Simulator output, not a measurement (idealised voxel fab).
Process module, titled voxel gate over fins
The cross-section shown here is cut; it is 235 nm wide and divided into square cells measuring 5 nm on a side.
Cross-section, as written here: a square-cell grid given band by band from the top down, where a band holds one or more rows of cells. First you get the band's top height and its bottom height, in nm, and then the materials it's made of, left to right, with each width in nm. If you see a single material with "full width", that one covers the band edge to edge. "air" is empty space. Heights are expressed relative to 0, this being the level below which the as-received wafer comprises one material exclusively. The lowest band is unbounded in the downward direction and is denoted as in "top 0, no bottom". Quick explanation for "30 to 40": the width changes in equal steps down the rows of cells, from the first number in the band's top row to the second number in its bottom row. A step reported as "nothing was modified" is a step in which no cell of the cross-section changed. Empty spaces counting at least 8 cells and having no open way to the top are listed in "Completely sealed voids". The notation width x height at distance is used for each, the distance being from the left edge and all three values in nm. Text after the settings on a step's line: the simulator's own remark on that step. overlay nm: on a step with a mask, how far right of its planned place the mask lay; negative means left.

**Here's what the planned process steps look like**
1. RECEIVE (material Si)
2. CONFORMAL_DEP (material SiN; thk nm 10)
3. DIRECTIONAL_DEP (material aC; thk nm 15)
4. PATTERN (tone cover; mask id FINS; material resist; width nm 15; pitch nm 40; thk nm 35; overlay nm 0)
5. DIRECTIONAL_ETCH (etch materials aC; depth nm 15)
6. STRIP (etch materials resist)
7. DIRECTIONAL_ETCH (etch materials SiN; depth nm 10)
8. DIRECTIONAL_ETCH (etch materials Si; depth nm 40)
9. STRIP (etch materials aC)
10. FILL_DEP (material SiO2; thk nm 5)
11. CMP (height nm 10)
12. SELECTIVE_ETCH (etch materials SiO2; depth nm 25)
13. STRIP (etch materials SiN)
14. CONFORMAL_DEP (material HfO2; thk nm 5)
15. CONFORMAL_DEP (material TiN; thk nm 5)
16. CONFORMAL_DEP (material TiAl; thk nm 5)
17. CONFORMAL_DEP (material TiN; thk nm 5)
18. FILL_DEP (material W; thk nm 10)
19. CMP (height nm 25)
20. CONFORMAL_DEP (material SiN; thk nm 10)

**The cross-section here shows the wafer as received, i.e. in its state after step 1**
    top 0, no bottom | Si full width
    Completely sealed voids: none

**First wafer of two, sectioned at end of module; run went per plan**
    top 35, bottom 25 | SiN full width
    top 25, bottom 20 | W full width
    top 20, bottom 15 | W: 70; TiN: 95; W: 70
    top 15, bottom 10 | W: 70; TiN: 5; TiAl: 85; TiN: 5; W: 70
    top 10, bottom 5 | W: 70; TiN: 5; TiAl: 5; TiN: 35; TiAl: 5; TiN: 35; TiAl: 5; TiN: 5; W: 70
    top 5, bottom 0 | TiN: 75; TiAl: 5; TiN: 5; HfO2: 25; TiN: 5; TiAl: 5; TiN: 5; HfO2: 25; TiN: 5; TiAl: 5; TiN: 75
    top 0, bottom -5 | TiAl: 80; TiN: 5; HfO2: 5; Si: 15; HfO2: 5; TiN: 5; TiAl: 5; TiN: 5; HfO2: 5; Si: 15; HfO2: 5; TiN: 5; TiAl: 80
    top -5, bottom -10 | TiN: 85; HfO2: 5; Si: 15; HfO2: 5; TiN: 15; HfO2: 5; Si: 15; HfO2: 5; TiN: 85
    top -10, bottom -15 | HfO2: 90; Si: 15; HfO2: 25; Si: 15; HfO2: 90
    top -15, bottom -40 | SiO2: 90; Si: 15; SiO2: 25; Si: 15; SiO2: 90
    top -40, no bottom | Si full width
    Completely sealed voids: none

**Same start, same plan as the first wafer - but one mistake in the run. Cross-section of the second of the two at the end of the module**
    top 35, bottom 25 | SiN full width
    top 25, bottom 15 | W full width
    top 15, bottom 10 | W: 75; TiN: 85; W: 75
    top 10, bottom 5 | W: 75; TiN: 5; TiAl: 35; TiN: 5; TiAl: 35; TiN: 5; W: 75
    top 5, bottom 0 | W: 75; TiN: 5; TiAl: 5; HfO2: 25; TiAl: 5; TiN: 5; TiAl: 5; HfO2: 25; TiAl: 5; TiN: 5; W: 75
    top 0, bottom -5 | TiN: 80; TiAl: 5; HfO2: 5; Si: 15; HfO2: 5; TiAl: 5; TiN: 5; TiAl: 5; HfO2: 5; Si: 15; HfO2: 5; TiAl: 5; TiN: 80
    top -5, bottom -10 | TiAl: 85; HfO2: 5; Si: 15; HfO2: 5; TiAl: 15; HfO2: 5; Si: 15; HfO2: 5; TiAl: 85
    top -10, bottom -15 | HfO2: 90; Si: 15; HfO2: 25; Si: 15; HfO2: 90
    top -15, bottom -40 | SiO2: 90; Si: 15; SiO2: 25; Si: 15; SiO2: 90
    top -40, no bottom | Si full width
    Completely sealed voids: none
It is concluded that the wafer was processed incorrectly with respect to the plan, in that the run left out plan step 15 entirely, so it was never executed
It is noted that, at the conclusion of processing, the second wafer exhibits a higher or lower cell count for certain materials relative to the first: TiAl: 3 more, TiN: 56 fewer, W: 53 more
